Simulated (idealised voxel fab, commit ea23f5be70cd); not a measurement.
Title: Process Module voxel wiring stack
The width of the displayed cross-section, cut, is 280 nm; its cells are square, with a size of 5 nm.
In this document a cross-section is written as a grid of square cells. It is given as a series of bands, listed from the top down, and a band is one or more rows of cells.
Heads up on the band format: heights come first, top then bottom, in nm. After that it's the materials left to right, each with its width in nm. A single material flagged "all across" fills the whole band edge to edge, and "air" means there's empty space there.
It should be noted that heights are counted from 0, beneath which the wafer as supplied is of one material throughout, and that the lowest band possesses no lower boundary but continues downward, as written in "0 nm and below".
Note: "30->40" means the width goes from the first number (top row of the band) to the second number (bottom row) in equal steps per row of cells.
No cell of the cross-section changed in a step that is given as "no alterations made".
Empty spaces without an open route to the top, at least 8 cells in extent, make up the entry "Completely enclosed voids"; each is given as width x height at distance, where the distance is measured from the left edge, and all are in nm.
Step line, after settings: the simulator's comment on this step.
overlay nm: for a step with a mask, the amount by which the mask lay right of where it was planned; a negative amount means left of it.
SET OUT BELOW ARE THE PLANNED STEPS OF THE PROCESS
1. RECEIVE (material Si)
2. CONFORMAL_DEP (material SiO2; thk nm 10)
3. DIRECTIONAL_DEP (material TiN; thk nm 5)
4. DIRECTIONAL_DEP (material W; thk nm 15)
5. PATTERN (tone cover; mask id METAL_1; material resist; width nm 30; pitch nm 55; thk nm 15; overlay nm 0)
6. DIRECTIONAL_ETCH (etch materials W; depth nm 15)
7. DIRECTIONAL_ETCH (etch materials TiN; depth nm 5)
8. STRIP (etch materials resist)
9. FILL_DEP (material SiO2; thk nm 10)
10. CMP (height nm 30)
11. CONFORMAL_DEP (material SiCN; thk nm 5)
12. DIRECTIONAL_DEP (material lowk; thk nm 20)
13. PATTERN (tone open; mask id PLUG_1; material resist; width nm 15; pitch nm 55; thk nm 15; overlay nm 0)
14. DIRECTIONAL_ETCH (etch materials lowk; depth nm 20)
15. DIRECTIONAL_ETCH (etch materials SiCN; depth nm 5)
16. STRIP (etch materials resist)
17. CONFORMAL_DEP (material TiN; thk nm 5)
18. FILL_DEP (material Ru; thk nm 5)
19. CMP (height nm 55)
20. DIRECTIONAL_DEP (material TiN; thk nm 5)
21. DIRECTIONAL_DEP (material Ru; thk nm 15)
22. PATTERN (tone cover; mask id METAL_2; material resist; width nm 30; pitch nm 55; thk nm 20; overlay nm 0)
23. DIRECTIONAL_ETCH (etch materials Ru; depth nm 15)
24. DIRECTIONAL_ETCH (etch materials TiN; depth nm 5)
25. STRIP (etch materials resist)
26. CONFORMAL_DEP (material SiCN; thk nm 5)
27. FILL_DEP (material SiO2; thk nm 5)
28. CMP (height nm 75)
29. CONFORMAL_DEP (material SiN; thk nm 5)
RUN AS PLANNED: FIRST OF TWO WAFERS
AS RECEIVED (POST STEP 1): CROSS-SECTION
  0 nm and below  Si all across
  Completely enclosed voids: none
THE WAFER, SEEN IN CROSS-SECTION, AFTER STEP 2
  10 nm to 0 nm  SiO2 all across
  Everything below 0 is unchanged.
THE WAFER, SEEN IN CROSS-SECTION, AFTER STEP 3
  15 nm to 10 nm  TiN all across
  Everything below 10 is unchanged.
THE WAFER, SEEN IN CROSS-SECTION, AFTER STEP 4
  30 nm to 15 nm  W all across
  Everything below 15 is unchanged.
THE WAFER, SEEN IN CROSS-SECTION, AFTER STEP 5
  45 nm to 30 nm  air: 95  resist: 30  air: 25  resist: 30  air: 100
  Everything below 30 is unchanged.
THE WAFER, SEEN IN CROSS-SECTION, AFTER STEP 6
  45 nm to 30 nm  air: 95  resist: 30  air: 25  resist: 30  air: 100
  30 nm to 15 nm  air: 95  W: 30  air: 25  W: 30  air: 100
  Everything below 15 is unchanged.
THE WAFER, SEEN IN CROSS-SECTION, AFTER STEP 7
  45 nm to 30 nm  air: 95  resist: 30  air: 25  resist: 30  air: 100
  30 nm to 15 nm  air: 95  W: 30  air: 25  W: 30  air: 100
  15 nm to 10 nm  air: 95  TiN: 30  air: 25  TiN: 30  air: 100
  Everything below 10 is unchanged.
THE WAFER, SEEN IN CROSS-SECTION, AFTER STEP 8
  30 nm to 15 nm  air: 95  W: 30  air: 25  W: 30  air: 100
  Everything below 15 is unchanged.
THE WAFER, SEEN IN CROSS-SECTION, AFTER STEP 9
  40 nm to 30 nm  SiO2 all across
  30 nm to 15 nm  SiO2: 95  W: 30  SiO2: 25  W: 30  SiO2: 100
  15 nm to 10 nm  SiO2: 95  TiN: 30  SiO2: 25  TiN: 30  SiO2: 100
  Everything below 10 is unchanged.
THE WAFER, SEEN IN CROSS-SECTION, AFTER STEP 10
  30 nm to 15 nm  SiO2: 95  W: 30  SiO2: 25  W: 30  SiO2: 100
  Everything below 15 is unchanged.
THE WAFER, SEEN IN CROSS-SECTION, AFTER STEP 11
  35 nm to 30 nm  SiCN all across
  Everything below 30 is unchanged.
THE WAFER, SEEN IN CROSS-SECTION, AFTER STEP 12
  55 nm to 35 nm  lowk all across
  Everything below 35 is unchanged.
THE WAFER, SEEN IN CROSS-SECTION, AFTER STEP 13
  70 nm to 55 nm  resist: 95  air: 15  resist: 40  air: 15  resist: 115
  Everything below 55 is unchanged.
THE WAFER, SEEN IN CROSS-SECTION, AFTER STEP 14
  70 nm to 55 nm  resist: 95  air: 15  resist: 40  air: 15  resist: 115
  55 nm to 35 nm  lowk: 95  air: 15  lowk: 40  air: 15  lowk: 115
  Everything below 35 is unchanged.
THE WAFER, SEEN IN CROSS-SECTION, AFTER STEP 15
  70 nm to 55 nm  resist: 95  air: 15  resist: 40  air: 15  resist: 115
  55 nm to 35 nm  lowk: 95  air: 15  lowk: 40  air: 15  lowk: 115
  35 nm to 30 nm  SiCN: 95  air: 15  SiCN: 40  air: 15  SiCN: 115
  Everything below 30 is unchanged.
THE WAFER, SEEN IN CROSS-SECTION, AFTER STEP 16
  55 nm to 35 nm  lowk: 95  air: 15  lowk: 40  air: 15  lowk: 115
  Everything below 35 is unchanged.
THE WAFER, SEEN IN CROSS-SECTION, AFTER STEP 17
  60 nm to 55 nm  TiN: 100  air: 5  TiN: 50  air: 5  TiN: 120
  55 nm to 35 nm  lowk: 95  TiN: 5  air: 5  TiN: 5  lowk: 40  TiN: 5  air: 5  TiN: 5  lowk: 115
  35 nm to 30 nm  SiCN: 95  TiN: 15  SiCN: 40  TiN: 15  SiCN: 115
  Everything below 30 is unchanged.
THE WAFER, SEEN IN CROSS-SECTION, AFTER STEP 18
  65 nm to 60 nm  Ru all across
  60 nm to 55 nm  TiN: 100  Ru: 5  TiN: 50  Ru: 5  TiN: 120
  55 nm to 35 nm  lowk: 95  TiN: 5  Ru: 5  TiN: 5  lowk: 40  TiN: 5  Ru: 5  TiN: 5  lowk: 115
  Everything below 35 is unchanged.
THE WAFER, SEEN IN CROSS-SECTION, AFTER STEP 19
  55 nm to 35 nm  lowk: 95  TiN: 5  Ru: 5  TiN: 5  lowk: 40  TiN: 5  Ru: 5  TiN: 5  lowk: 115
  Everything below 35 is unchanged.
THE WAFER, SEEN IN CROSS-SECTION, AFTER STEP 20
  60 nm to 55 nm  TiN all across
  Everything below 55 is unchanged.
THE WAFER, SEEN IN CROSS-SECTION, AFTER STEP 21
  75 nm to 60 nm  Ru all across
  Everything below 60 is unchanged.
THE WAFER, SEEN IN CROSS-SECTION, AFTER STEP 22
  95 nm to 75 nm  air: 95  resist: 30  air: 25  resist: 30  air: 100
  Everything below 75 is unchanged.
THE WAFER, SEEN IN CROSS-SECTION, AFTER STEP 23
  95 nm to 75 nm  air: 95  resist: 30  air: 25  resist: 30  air: 100
  75 nm to 60 nm  air: 95  Ru: 30  air: 25  Ru: 30  air: 100
  Everything below 60 is unchanged.
THE WAFER, SEEN IN CROSS-SECTION, AFTER STEP 24
  95 nm to 75 nm  air: 95  resist: 30  air: 25  resist: 30  air: 100
  75 nm to 60 nm  air: 95  Ru: 30  air: 25  Ru: 30  air: 100
  60 nm to 55 nm  air: 95  TiN: 30  air: 25  TiN: 30  air: 100
  Everything below 55 is unchanged.
THE WAFER, SEEN IN CROSS-SECTION, AFTER STEP 25
  75 nm to 60 nm  air: 95  Ru: 30  air: 25  Ru: 30  air: 100
  Everything below 60 is unchanged.
THE WAFER, SEEN IN CROSS-SECTION, AFTER STEP 26
  80 nm to 75 nm  air: 90  SiCN: 40  air: 15  SiCN: 40  air: 95
  75 nm to 60 nm  air: 90  SiCN: 5  Ru: 30  SiCN: 5  air: 15  SiCN: 5  Ru: 30  SiCN: 5  air: 95
  60 nm to 55 nm  SiCN: 95  TiN: 30  SiCN: 25  TiN: 30  SiCN: 100
  Everything below 55 is unchanged.
THE WAFER, SEEN IN CROSS-SECTION, AFTER STEP 27
  85 nm to 80 nm  SiO2 all across
  80 nm to 75 nm  SiO2: 90  SiCN: 40  SiO2: 15  SiCN: 40  SiO2: 95
  75 nm to 60 nm  SiO2: 90  SiCN: 5  Ru: 30  SiCN: 5  SiO2: 15  SiCN: 5  Ru: 30  SiCN: 5  SiO2: 95
  Everything below 60 is unchanged.
THE WAFER, SEEN IN CROSS-SECTION, AFTER STEP 28
  75 nm to 60 nm  SiO2: 90  SiCN: 5  Ru: 30  SiCN: 5  SiO2: 15  SiCN: 5  Ru: 30  SiCN: 5  SiO2: 95
  Everything below 60 is unchanged.
THE WAFER, SEEN IN CROSS-SECTION, AFTER STEP 29
  80 nm to 75 nm  SiN all across
  Everything below 75 is unchanged.
FOR THE SECOND WAFER, TAKE THE FIRST WAFER'S START AND PLAN, THEN ADD ONE MISTAKE MADE IN RUNNING IT; EVERYTHING THROUGH STEP 1, THAT STEP INCLUDED, IS SHARED WITH THE FIRST
X-section, second wafer, when step 2 was due to finish: no alterations made
X-SECTION, SECOND WAFER, WHEN STEP 3 WAS DUE TO FINISH
  5 nm to 0 nm  TiN all across
  Everything below 0 is unchanged.
X-SECTION, SECOND WAFER, WHEN STEP 4 WAS DUE TO FINISH
  20 nm to 5 nm  W all across
  Everything below 5 is unchanged.
X-SECTION, SECOND WAFER, WHEN STEP 5 WAS DUE TO FINISH
  35 nm to 20 nm  air: 95  resist: 30  air: 25  resist: 30  air: 100
  Everything below 20 is unchanged.
X-SECTION, SECOND WAFER, WHEN STEP 6 WAS DUE TO FINISH
  35 nm to 20 nm  air: 95  resist: 30  air: 25  resist: 30  air: 100
  20 nm to 5 nm  air: 95  W: 30  air: 25  W: 30  air: 100
  Everything below 5 is unchanged.
X-SECTION, SECOND WAFER, WHEN STEP 7 WAS DUE TO FINISH
  35 nm to 20 nm  air: 95  resist: 30  air: 25  resist: 30  air: 100
  20 nm to 5 nm  air: 95  W: 30  air: 25  W: 30  air: 100
  5 nm to 0 nm  air: 95  TiN: 30  air: 25  TiN: 30  air: 100
  Everything below 0 is unchanged.
X-SECTION, SECOND WAFER, WHEN STEP 8 WAS DUE TO FINISH
  20 nm to 5 nm  air: 95  W: 30  air: 25  W: 30  air: 100
  Everything below 5 is unchanged.
X-SECTION, SECOND WAFER, WHEN STEP 9 WAS DUE TO FINISH
  30 nm to 20 nm  SiO2 all across
  20 nm to 5 nm  SiO2: 95  W: 30  SiO2: 25  W: 30  SiO2: 100
  5 nm to 0 nm  SiO2: 95  TiN: 30  SiO2: 25  TiN: 30  SiO2: 100
  Everything below 0 is unchanged.
X-section, second wafer, when step 10 was due to finish: no alterations made
X-SECTION, SECOND WAFER, WHEN STEP 11 WAS DUE TO FINISH
  35 nm to 30 nm  SiCN all across
  Everything below 30 is unchanged.
X-SECTION, SECOND WAFER, WHEN STEP 12 WAS DUE TO FINISH
  55 nm to 35 nm  lowk all across
  Everything below 35 is unchanged.
X-SECTION, SECOND WAFER, WHEN STEP 13 WAS DUE TO FINISH
  70 nm to 55 nm  resist: 95  air: 15  resist: 40  air: 15  resist: 115
  Everything below 55 is unchanged.
X-SECTION, SECOND WAFER, WHEN STEP 14 WAS DUE TO FINISH
  70 nm to 55 nm  resist: 95  air: 15  resist: 40  air: 15  resist: 115
  55 nm to 35 nm  lowk: 95  air: 15  lowk: 40  air: 15  lowk: 115
  Everything below 35 is unchanged.
X-SECTION, SECOND WAFER, WHEN STEP 15 WAS DUE TO FINISH
  70 nm to 55 nm  resist: 95  air: 15  resist: 40  air: 15  resist: 115
  55 nm to 35 nm  lowk: 95  air: 15  lowk: 40  air: 15  lowk: 115
  35 nm to 30 nm  SiCN: 95  air: 15  SiCN: 40  air: 15  SiCN: 115
  Everything below 30 is unchanged.
X-SECTION, SECOND WAFER, WHEN STEP 16 WAS DUE TO FINISH
  55 nm to 35 nm  lowk: 95  air: 15  lowk: 40  air: 15  lowk: 115
  Everything below 35 is unchanged.
X-SECTION, SECOND WAFER, WHEN STEP 17 WAS DUE TO FINISH
  60 nm to 55 nm  TiN: 100  air: 5  TiN: 50  air: 5  TiN: 120
  55 nm to 35 nm  lowk: 95  TiN: 5  air: 5  TiN: 5  lowk: 40  TiN: 5  air: 5  TiN: 5  lowk: 115
  35 nm to 30 nm  SiCN: 95  TiN: 15  SiCN: 40  TiN: 15  SiCN: 115
  Everything below 30 is unchanged.
X-SECTION, SECOND WAFER, WHEN STEP 18 WAS DUE TO FINISH
  65 nm to 60 nm  Ru all across
  60 nm to 55 nm  TiN: 100  Ru: 5  TiN: 50  Ru: 5  TiN: 120
  55 nm to 35 nm  lowk: 95  TiN: 5  Ru: 5  TiN: 5  lowk: 40  TiN: 5  Ru: 5  TiN: 5  lowk: 115
  Everything below 35 is unchanged.
X-SECTION, SECOND WAFER, WHEN STEP 19 WAS DUE TO FINISH
  55 nm to 35 nm  lowk: 95  TiN: 5  Ru: 5  TiN: 5  lowk: 40  TiN: 5  Ru: 5  TiN: 5  lowk: 115
  Everything below 35 is unchanged.
X-SECTION, SECOND WAFER, WHEN STEP 20 WAS DUE TO FINISH
  60 nm to 55 nm  TiN all across
  Everything below 55 is unchanged.
X-SECTION, SECOND WAFER, WHEN STEP 21 WAS DUE TO FINISH
  75 nm to 60 nm  Ru all across
  Everything below 60 is unchanged.
X-SECTION, SECOND WAFER, WHEN STEP 22 WAS DUE TO FINISH
  95 nm to 75 nm  air: 95  resist: 30  air: 25  resist: 30  air: 100
  Everything below 75 is unchanged.
X-SECTION, SECOND WAFER, WHEN STEP 23 WAS DUE TO FINISH
  95 nm to 75 nm  air: 95  resist: 30  air: 25  resist: 30  air: 100
  75 nm to 60 nm  air: 95  Ru: 30  air: 25  Ru: 30  air: 100
  Everything below 60 is unchanged.
X-SECTION, SECOND WAFER, WHEN STEP 24 WAS DUE TO FINISH
  95 nm to 75 nm  air: 95  resist: 30  air: 25  resist: 30  air: 100
  75 nm to 60 nm  air: 95  Ru: 30  air: 25  Ru: 30  air: 100
  60 nm to 55 nm  air: 95  TiN: 30  air: 25  TiN: 30  air: 100
  Everything below 55 is unchanged.
X-SECTION, SECOND WAFER, WHEN STEP 25 WAS DUE TO FINISH
  75 nm to 60 nm  air: 95  Ru: 30  air: 25  Ru: 30  air: 100
  Everything below 60 is unchanged.
X-SECTION, SECOND WAFER, WHEN STEP 26 WAS DUE TO FINISH
  80 nm to 75 nm  air: 90  SiCN: 40  air: 15  SiCN: 40  air: 95
  75 nm to 60 nm  air: 90  SiCN: 5  Ru: 30  SiCN: 5  air: 15  SiCN: 5  Ru: 30  SiCN: 5  air: 95
  60 nm to 55 nm  SiCN: 95  TiN: 30  SiCN: 25  TiN: 30  SiCN: 100
  Everything below 55 is unchanged.
X-SECTION, SECOND WAFER, WHEN STEP 27 WAS DUE TO FINISH
  85 nm to 80 nm  SiO2 all across
  80 nm to 75 nm  SiO2: 90  SiCN: 40  SiO2: 15  SiCN: 40  SiO2: 95
  75 nm to 60 nm  SiO2: 90  SiCN: 5  Ru: 30  SiCN: 5  SiO2: 15  SiCN: 5  Ru: 30  SiCN: 5  SiO2: 95
  Everything below 60 is unchanged.
X-SECTION, SECOND WAFER, WHEN STEP 28 WAS DUE TO FINISH
  75 nm to 60 nm  SiO2: 90  SiCN: 5  Ru: 30  SiCN: 5  SiO2: 15  SiCN: 5  Ru: 30  SiCN: 5  SiO2: 95
  Everything below 60 is unchanged.
X-SECTION, SECOND WAFER, WHEN STEP 29 WAS DUE TO FINISH
  80 nm to 75 nm  SiN all across
  Everything below 75 is unchanged.
Nonconformance to the process plan: no execution of plan step 2; skipped
Final wafers compared: equal cell tally per material, rearranged layout.
